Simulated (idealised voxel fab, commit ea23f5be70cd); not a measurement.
Title: Process Module voxel transistor to metal
FYI the section here is cut, 270 nm wide, cells are 5 nm squares.
How to read a cross-section here: the picture is a grid of square cells, written as bands going from the top down, and any band can span one or more rows of cells. Quick guide to a band line: top height, bottom height (nm) up front; then every material left to right with its width in nm. Only one material and it's marked "everywhere"? Then it fills the band edge to edge. And "blank" just means empty space. It should be noted that heights are counted from 0, beneath which the wafer as supplied is of one material throughout, and that the lowest band possesses no lower boundary but continues downward, as written in "from 0 down". A width such as "30 to 40" changes by the same amount from each row of cells to the next, from the band's top row to its bottom row. "remained the same" -> step changed no cross-section cell. "Enclosed void inventory": empty spaces of 8 cells or more with no open way to the top, each given as width x height at distance, distance from the left edge, all in nm. Where a step's line continues beyond its settings, the continuation is a remark by the simulator itself on that step. The optional step-line setting "overlay nm" applies to steps with a mask and quantifies how far to the right of its planned location the mask lay, a negative value indicating leftward placement.

### Steps planned for the process
step 1: RECEIVE,material Si
step 2: CONFORMAL_DEP,material SiO2,thk nm 5
step 3: CONFORMAL_DEP,material SiN,thk nm 15
step 4: DIRECTIONAL_DEP,material aC,thk nm 15
step 5: PATTERN,tone cover,mask id ACTIVE,material resist,width nm 105,pitch nm 135,thk nm 30,overlay nm 0
step 6: DIRECTIONAL_ETCH,etch materials aC,depth nm 15
step 7: STRIP,etch materials resist
step 8: DIRECTIONAL_ETCH,etch materials SiN,depth nm 15
step 9: DIRECTIONAL_ETCH,etch materials SiO2,depth nm 5
step 10: DIRECTIONAL_ETCH,etch materials Si,depth nm 25
step 11: STRIP,etch materials aC
step 12: OXIDIZE,depth nm 5
step 13: FILL_DEP,material SiO2,thk nm 5
step 14: CMP,height nm 20
step 15: SELECTIVE_ETCH,etch materials SiO2,depth nm 5
step 16: STRIP,etch materials SiN
step 17: SELECTIVE_ETCH,etch materials SiO2,depth nm 5
step 18: OXIDIZE,depth nm 5
step 19: DIRECTIONAL_DEP,material polySi,thk nm 20
step 20: DIRECTIONAL_DEP,material SiCN,thk nm 10
step 21: MASKED_ETCH,tone cover,mask id GATE,width nm 25,pitch nm 135,etch materials SiCN,depth nm 20,overlay nm 0
step 22: MASKED_ETCH,tone cover,mask id GATE,width nm 25,pitch nm 135,etch materials polySi,depth nm 30,overlay nm 0
step 23: CONFORMAL_DEP,material SiN,thk nm 5
step 24: DIRECTIONAL_ETCH,etch materials SiN,depth nm 5
step 25: DIRECTIONAL_ETCH,etch materials SiO2,depth nm 5
step 26: DIRECTIONAL_ETCH,etch materials Si,depth nm 10
step 27: EPI,material pSi,thk nm 15
step 28: FILL_DEP,material SiO2,thk nm 10
step 29: CMP,height nm 30
step 30: DIRECTIONAL_DEP,material SiO2,thk nm 10
step 31: PATTERN,tone open,mask id CONTACT,material resist,width nm 25,thk nm 20,overlay nm 0
step 32: DIRECTIONAL_ETCH,etch materials SiO2,depth nm 40
step 33: STRIP,etch materials resist
step 34: CONFORMAL_DEP,material TiN,thk nm 5
step 35: FILL_DEP,material Ru,thk nm 5
step 36: CMP,height nm 40
step 37: CONFORMAL_DEP,material SiN,thk nm 5
step 38: DIRECTIONAL_DEP,material lowk,thk nm 25
step 39: PATTERN,tone open,mask id METAL_1,material resist,width nm 15,thk nm 20,overlay nm 0
step 40: DIRECTIONAL_ETCH,etch materials lowk,depth nm 25
step 41: DIRECTIONAL_ETCH,etch materials SiN,depth nm 5
step 42: STRIP,etch materials resist
step 43: CONFORMAL_DEP,material TiN,thk nm 5
step 44: FILL_DEP,material Ru,thk nm 5
step 45: CMP,height nm 70
step 46: CONFORMAL_DEP,material SiCN,thk nm 5

### Step 1 complete: cross-section of the wafer as received
  from 0 down  Si everywhere
  Enclosed void inventory: none

### Run as planned - first of the two wafers cross-sectioned at the end of the module
  from 75 to 70  SiCN everywhere
  from 70 to 45  25 nm lowk | 5 nm TiN | 5 nm Ru | 5 nm TiN | 55 nm lowk | 5 nm TiN | 5 nm Ru | 5 nm TiN | 50 nm lowk | 5 nm TiN | 5 nm Ru | 5 nm TiN | 55 nm lowk | 5 nm TiN | 5 nm Ru | 5 nm TiN | 25 nm lowk
  from 45 to 40  25 nm SiN | 15 nm TiN | 55 nm SiN | 15 nm TiN | 50 nm SiN | 15 nm TiN | 55 nm SiN | 15 nm TiN | 25 nm SiN
  from 40 to 30  25 nm SiO2 | 5 nm TiN | 15 nm Ru | 5 nm TiN | 35 nm SiO2 | 5 nm TiN | 15 nm Ru | 5 nm TiN | 50 nm SiO2 | 5 nm TiN | 15 nm Ru | 5 nm TiN | 35 nm SiO2 | 5 nm TiN | 15 nm Ru | 5 nm TiN | 25 nm SiO2
  from 30 to 20  25 nm SiO2 | 5 nm TiN | 15 nm Ru | 5 nm TiN | 5 nm SiN | 25 nm SiCN | 5 nm SiN | 5 nm TiN | 15 nm Ru | 5 nm TiN | 50 nm SiO2 | 5 nm TiN | 15 nm Ru | 5 nm TiN | 5 nm SiN | 25 nm SiCN | 5 nm SiN | 5 nm TiN | 15 nm Ru | 5 nm TiN | 25 nm SiO2
  from 20 to 15  25 nm SiO2 | 5 nm TiN | 15 nm Ru | 5 nm TiN | 5 nm SiN | 25 nm polySi | 5 nm SiN | 5 nm TiN | 15 nm Ru | 5 nm TiN | 50 nm SiO2 | 5 nm TiN | 15 nm Ru | 5 nm TiN | 5 nm SiN | 25 nm polySi | 5 nm SiN | 5 nm TiN | 15 nm Ru | 5 nm TiN | 25 nm SiO2
  from 15 to 10  25 nm SiO2 | 25 nm TiN | 5 nm SiN | 25 nm polySi | 5 nm SiN | 25 nm TiN | 50 nm SiO2 | 25 nm TiN | 5 nm SiN | 25 nm polySi | 5 nm SiN | 25 nm TiN | 25 nm SiO2
  from 10 to 0  10 nm SiO2 | 5 nm SiN | 10 nm SiO2 | 10 nm TiN | 15 nm pSi | 5 nm SiN | 25 nm polySi | 5 nm SiN | 15 nm pSi | 10 nm TiN | 10 nm SiO2 | 5 nm SiN | 20 nm SiO2 | 5 nm SiN | 10 nm SiO2 | 10 nm TiN | 15 nm pSi | 5 nm SiN | 25 nm polySi | 5 nm SiN | 15 nm pSi | 10 nm TiN | 10 nm SiO2 | 5 nm SiN | 10 nm SiO2
  from 0 to -5  15 nm SiO2 | 35 nm pSi | 35 nm SiO2 | 35 nm pSi | 30 nm SiO2 | 35 nm pSi | 35 nm SiO2 | 35 nm pSi | 15 nm SiO2
  from -5 to -15  20 nm SiO2 | 30 nm pSi | 35 nm Si | 30 nm pSi | 40 nm SiO2 | 30 nm pSi | 35 nm Si | 30 nm pSi | 20 nm SiO2
  from -15 to -30  20 nm SiO2 | 95 nm Si | 40 nm SiO2 | 95 nm Si | 20 nm SiO2
  from -30 down  Si everywhere
  Enclosed void inventory: none

### End-of-module cross-section of the second wafer: identical starting point and process plan to the first, with one processing mistake
  from 75 to 70  SiCN everywhere
  from 70 to 45  25 nm lowk | 5 nm TiN | 5 nm Ru | 5 nm TiN | 55 nm lowk | 5 nm TiN | 5 nm Ru | 5 nm TiN | 50 nm lowk | 5 nm TiN | 5 nm Ru | 5 nm TiN | 55 nm lowk | 5 nm TiN | 5 nm Ru | 5 nm TiN | 25 nm lowk
  from 45 to 40  25 nm SiN | 15 nm TiN | 55 nm SiN | 15 nm TiN | 50 nm SiN | 15 nm TiN | 55 nm SiN | 15 nm TiN | 25 nm SiN
  from 40 to 30  25 nm SiO2 | 5 nm TiN | 15 nm Ru | 5 nm TiN | 35 nm SiO2 | 5 to 10 nm TiN | 15 to 10 nm Ru | 5 nm TiN | 50 nm SiO2 | 5 nm TiN | 15 nm Ru | 5 nm TiN | 35 nm SiO2 | 5 to 10 nm TiN | 15 to 10 nm Ru | 5 nm TiN | 25 nm SiO2
  from 30 to 20  25 nm SiO2 | 5 nm TiN | 15 nm Ru | 5 nm TiN | 5 nm SiN | 30 nm SiCN | 5 nm SiN | 5 nm TiN | 10 nm Ru | 5 nm TiN | 50 nm SiO2 | 5 nm TiN | 15 nm Ru | 5 nm TiN | 5 nm SiN | 30 nm SiCN | 5 nm SiN | 5 nm TiN | 10 nm Ru | 5 nm TiN | 25 nm SiO2
  from 20 to 15  25 nm SiO2 | 5 nm TiN | 15 nm Ru | 5 nm TiN | 5 nm SiN | 30 nm polySi | 5 nm SiN | 5 nm TiN | 10 nm Ru | 5 nm TiN | 50 nm SiO2 | 5 nm TiN | 15 nm Ru | 5 nm TiN | 5 nm SiN | 30 nm polySi | 5 nm SiN | 5 nm TiN | 10 nm Ru | 5 nm TiN | 25 nm SiO2
  from 15 to 10  25 nm SiO2 | 25 nm TiN | 5 nm SiN | 30 nm polySi | 5 nm SiN | 20 nm TiN | 50 nm SiO2 | 25 nm TiN | 5 nm SiN | 30 nm polySi | 5 nm SiN | 20 nm TiN | 25 nm SiO2
  from 10 to 0  10 nm SiO2 | 5 nm SiN | 10 nm SiO2 | 10 nm TiN | 15 nm pSi | 5 nm SiN | 30 nm polySi | 5 nm SiN | 15 nm pSi | 5 nm TiN | 10 nm SiO2 | 5 nm SiN | 20 nm SiO2 | 5 nm SiN | 10 nm SiO2 | 10 nm TiN | 15 nm pSi | 5 nm SiN | 30 nm polySi | 5 nm SiN | 15 nm pSi | 5 nm TiN | 10 nm SiO2 | 5 nm SiN | 10 nm SiO2
  from 0 to -5  15 nm SiO2 | 35 nm pSi | 40 nm SiO2 | 30 nm pSi | 30 nm SiO2 | 35 nm pSi | 40 nm SiO2 | 30 nm pSi | 15 nm SiO2
  from -5 to -15  20 nm SiO2 | 30 nm pSi | 40 nm Si | 25 nm pSi | 40 nm SiO2 | 30 nm pSi | 40 nm Si | 25 nm pSi | 20 nm SiO2
  from -15 to -30  20 nm SiO2 | 95 nm Si | 40 nm SiO2 | 95 nm Si | 20 nm SiO2
  from -30 down  Si everywhere
  Enclosed void inventory: none
Run error: off-plan run, step 21, actual operation and settings MASKED_ETCH,tone cover,mask id GATE,width nm 30,pitch nm 135,etch materials SiCN,depth nm 20,overlay nm 0
Final wafer comparison in cells, second versus first, more or fewer per material: -8 Ru; +4 Si; +4 SiCN; +2 SiO2; -4 TiN; -6 pSi; +8 polySi
